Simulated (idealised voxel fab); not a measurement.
Process module under the name voxel transistor to metal
The cross-section on display is named cut; it measures 200 nm wide, and its cells are 5 nm squares.
Format of a cross-section: grid, square cells. Given as bands. Order: top down. Band: one or more rows of cells. For a band, the entry starts with two heights in nm, that of the top and then that of the bottom, and carries on with the band's materials in order from left to right, each alongside its width in nm; the word "edge to edge" beside a single material means it fills the band edge to edge, and "air" means empty space. We count height from 0. Below that, the starting wafer is all one material. The lowest band never ends at the bottom but goes on down; see "0 nm and below" for how that is written. Note: "30 to 40" means the width goes from the first number (top row of the band) to the second number (bottom row) in equal steps per row of cells. "nothing changed" -> step changed no cross-section cell. The label "Fully sealed voids" introduces a list of the empty spaces, 8 cells or larger, that have no open way up to the top; each entry in it reads width x height at distance, where the distance is taken from the left edge and all three are stated in nm. Note: text after step settings on the step line = simulator remark on that step. overlay nm: on a step with a mask, how far right of its planned place the mask lay; negative means left.
**List of planned process steps**
- 1: RECEIVE, material Si
- 2: CONFORMAL_DEP, material SiO2, thk nm 5
- 3: CONFORMAL_DEP, material SiN, thk nm 15
- 4: PATTERN, tone cover, mask id ACTIVE, material resist, width nm 100, thk nm 15, overlay nm 0
- 5: DIRECTIONAL_ETCH, etch materials SiN, depth nm 15
- 6: DIRECTIONAL_ETCH, etch materials SiO2, depth nm 5
- 7: DIRECTIONAL_ETCH, etch materials Si, depth nm 35
- 8: STRIP, etch materials resist
- 9: FILL_DEP, material SiO2, thk nm 15
- 10: CMP, height nm 20
- 11: SELECTIVE_ETCH, etch materials SiO2, depth nm 5
- 12: STRIP, etch materials SiN
- 13: SELECTIVE_ETCH, etch materials SiO2, depth nm 5
- 14: OXIDIZE, depth nm 5
- 15: DIRECTIONAL_DEP, material polySi, thk nm 30
- 16: DIRECTIONAL_DEP, material SiCN, thk nm 10
- 17: PATTERN, tone cover, mask id GATE, material resist, width nm 20, thk nm 15, overlay nm 0
- 18: DIRECTIONAL_ETCH, etch materials SiCN, depth nm 20
- 19: DIRECTIONAL_ETCH, etch materials polySi, depth nm 40
- 20: STRIP, etch materials resist
- 21: CONFORMAL_DEP, material SiO2, thk nm 5
- 22: DIRECTIONAL_ETCH, etch materials SiO2, depth nm 5
- 23: CONFORMAL_DEP, material SiN, thk nm 5
- 24: DIRECTIONAL_ETCH, etch materials SiN, depth nm 5
- 25: DIRECTIONAL_ETCH, etch materials SiO2, depth nm 5
- 26: DIRECTIONAL_ETCH, etch materials Si, depth nm 15
- 27: EPI, material SiGe, thk nm 15
- 28: FILL_DEP, material SiO2, thk nm 5
- 29: CMP, height nm 40
- 30: DIRECTIONAL_DEP, material SiO2, thk nm 15
- 31: MASKED_ETCH, tone open, mask id CONTACT, width nm 20, pitch nm 70, etch materials SiO2, depth nm 45, overlay nm 0
- 32: CONFORMAL_DEP, material TiN, thk nm 5
- 33: FILL_DEP, material W, thk nm 10
- 34: CMP, height nm 55
- 35: DIRECTIONAL_DEP, material TiN, thk nm 5
- 36: DIRECTIONAL_DEP, material Ru, thk nm 20
- 37: DIRECTIONAL_DEP, material aC, thk nm 15
- 38: PATTERN, tone cover, mask id METAL_1, material resist, width nm 20, pitch nm 70, thk nm 30, overlay nm 0
- 39: DIRECTIONAL_ETCH, etch materials aC, depth nm 15
- 40: STRIP, etch materials resist
- 41: DIRECTIONAL_ETCH, etch materials Ru, depth nm 20
- 42: DIRECTIONAL_ETCH, etch materials TiN, depth nm 5
- 43: STRIP, etch materials aC
- 44: FILL_DEP, material lowk, thk nm 10
- 45: CMP, height nm 80
- 46: CONFORMAL_DEP, material SiCN, thk nm 5
- 47: DIRECTIONAL_DEP, material SiO2, thk nm 30
- 48: PATTERN, tone open, mask id METAL_2_HOLES, material resist, width nm 15, pitch nm 70, thk nm 20, overlay nm 0
- 49: DIRECTIONAL_ETCH, etch materials SiO2, depth nm 30
- 50: STRIP, etch materials resist
- 51: DIRECTIONAL_DEP, material aC, thk nm 15
- 52: PATTERN, tone open, mask id METAL_2, material resist, width nm 20, pitch nm 70, thk nm 30, overlay nm 0
- 53: DIRECTIONAL_ETCH, etch materials aC, depth nm 15
- 54: STRIP, etch materials resist
- 55: DIRECTIONAL_ETCH, etch materials SiO2, depth nm 15
- 56: DIRECTIONAL_ETCH, etch materials SiCN, depth nm 5
- 57: STRIP, etch materials aC
- 58: CONFORMAL_DEP, material TiN, thk nm 5
- 59: FILL_DEP, material Cu, thk nm 10
- 60: CMP, height nm 115
- 61: CONFORMAL_DEP, material SiN, thk nm 5
**Cross-section of the wafer at receipt, which is the condition after step 1**
* 0 nm and below  Si edge to edge
* Fully sealed voids: none
**Wafer cross-section at module end: first of two, run to plan**
* 120 nm to 115 nm  SiN edge to edge
* 115 nm to 105 nm  55 SiO2, 5 TiN, 10 Cu, 5 TiN, 50 SiO2, 5 TiN, 10 Cu, 5 TiN, 55 SiO2
* 105 nm to 100 nm  55 SiO2, 5 TiN, 5 Cu, 10 TiN, 50 SiO2, 5 TiN, 5 Cu, 10 TiN, 55 SiO2
* 100 nm to 85 nm  55 SiO2, 5 TiN, 5 Cu, 5 TiN, 55 SiO2, 5 TiN, 5 Cu, 5 TiN, 60 SiO2
* 85 nm to 80 nm  55 SiCN, 15 TiN, 55 SiCN, 15 TiN, 60 SiCN
* 80 nm to 60 nm  55 lowk, 20 Ru, 50 lowk, 20 Ru, 55 lowk
* 60 nm to 55 nm  55 lowk, 20 TiN, 50 lowk, 20 TiN, 55 lowk
* 55 nm to 40 nm  55 SiO2, 5 TiN, 10 W, 5 TiN, 50 SiO2, 5 TiN, 10 W, 5 TiN, 55 SiO2
* 40 nm to 30 nm  55 SiO2, 5 TiN, 10 W, 5 TiN, 5 SiO2, 5 SiN, 5 SiO2, 20 SiCN, 5 SiO2, 5 SiN, 5 SiO2, 5 TiN, 10 W, 5 TiN, 55 SiO2
* 30 nm to 15 nm  55 SiO2, 5 TiN, 10 W, 5 TiN, 5 SiO2, 5 SiN, 5 SiO2, 20 polySi, 5 SiO2, 5 SiN, 5 SiO2, 5 TiN, 10 W, 5 TiN, 55 SiO2
* 15 nm to 10 nm  55 SiO2, 20 TiN, 5 SiO2, 5 SiN, 5 SiO2, 20 polySi, 5 SiO2, 5 SiN, 5 SiO2, 20 TiN, 55 SiO2
* 10 nm to 0 nm  50 SiO2, 5 SiN, 25 SiGe, 5 SiN, 5 SiO2, 20 polySi, 5 SiO2, 5 SiN, 25 SiGe, 5 SiN, 50 SiO2
* 0 nm to -5 nm  55 SiO2, 25 SiGe, 40 SiO2, 25 SiGe, 55 SiO2
* -5 nm to -20 nm  50 SiO2, 5 Si, 25 SiGe, 40 Si, 25 SiGe, 5 Si, 50 SiO2
* -20 nm to -35 nm  50 SiO2, 100 Si, 50 SiO2
* -35 nm and below  Si edge to edge
* Fully sealed voids: none
**Here is the second of the two wafers cut open at the end of the module - same start, same plan as the first one, but we made one mistake running it**
* 120 nm to 115 nm  SiN edge to edge
* 115 nm to 105 nm  55 SiO2, 5 TiN, 10 Cu, 5 TiN, 50 SiO2, 5 TiN, 10 Cu, 5 TiN, 55 SiO2
* 105 nm to 100 nm  55 SiO2, 5 TiN, 5 Cu, 10 TiN, 50 SiO2, 5 TiN, 5 Cu, 10 TiN, 55 SiO2
* 100 nm to 85 nm  55 SiO2, 5 TiN, 5 Cu, 5 TiN, 55 SiO2, 5 TiN, 5 Cu, 5 TiN, 60 SiO2
* 85 nm to 80 nm  55 SiCN, 15 TiN, 55 SiCN, 15 TiN, 60 SiCN
* 80 nm to 60 nm  55 lowk, 20 Ru, 50 lowk, 20 Ru, 55 lowk
* 60 nm to 55 nm  55 lowk, 20 TiN, 50 lowk, 20 TiN, 55 lowk
* 55 nm to 40 nm  55 SiO2, 5 TiN, 10 W, 5 TiN, 50 SiO2, 5 TiN, 10 W, 5 TiN, 55 SiO2
* 40 nm to 30 nm  55 SiO2, 5 TiN, 10 W, 5 TiN, 10 SiO2, 5 SiN, 20 SiCN, 5 SiN, 10 SiO2, 5 TiN, 10 W, 5 TiN, 55 SiO2
* 30 nm to 15 nm  55 SiO2, 5 TiN, 10 W, 5 TiN, 5 SiO2, 5 SiN, 5 SiO2, 20 polySi, 5 SiO2, 5 SiN, 5 SiO2, 5 TiN, 10 W, 5 TiN, 55 SiO2
* 15 nm to 10 nm  55 SiO2, 20 TiN, 5 SiO2, 5 SiN, 5 SiO2, 20 polySi, 5 SiO2, 5 SiN, 5 SiO2, 20 TiN, 55 SiO2
* 10 nm to 0 nm  45 SiO2, 35 SiGe, 5 SiN, 5 SiO2, 20 polySi, 5 SiO2, 5 SiN, 35 SiGe, 45 SiO2
* 0 nm to -5 nm  45 SiO2, 5 SiGe, 5 SiN, 25 SiGe, 5 SiN, 30 SiO2, 5 SiN, 25 SiGe, 5 SiN, 5 SiGe, 45 SiO2
* -5 nm to -20 nm  50 SiO2, 5 Si, 25 SiGe, 40 Si, 25 SiGe, 5 Si, 50 SiO2
* -20 nm to -35 nm  50 SiO2, 100 Si, 50 SiO2
* -35 nm and below  Si edge to edge
* Fully sealed voids: none
Which mistake was made when the wafer was run? rather than as planned, step 22 actually ran as DIRECTIONAL_ETCH, etch materials SiO2, depth nm 15
End of process, cell counts, second wafer against first, materials with more or fewer: SiGe +10, SiO2 -10
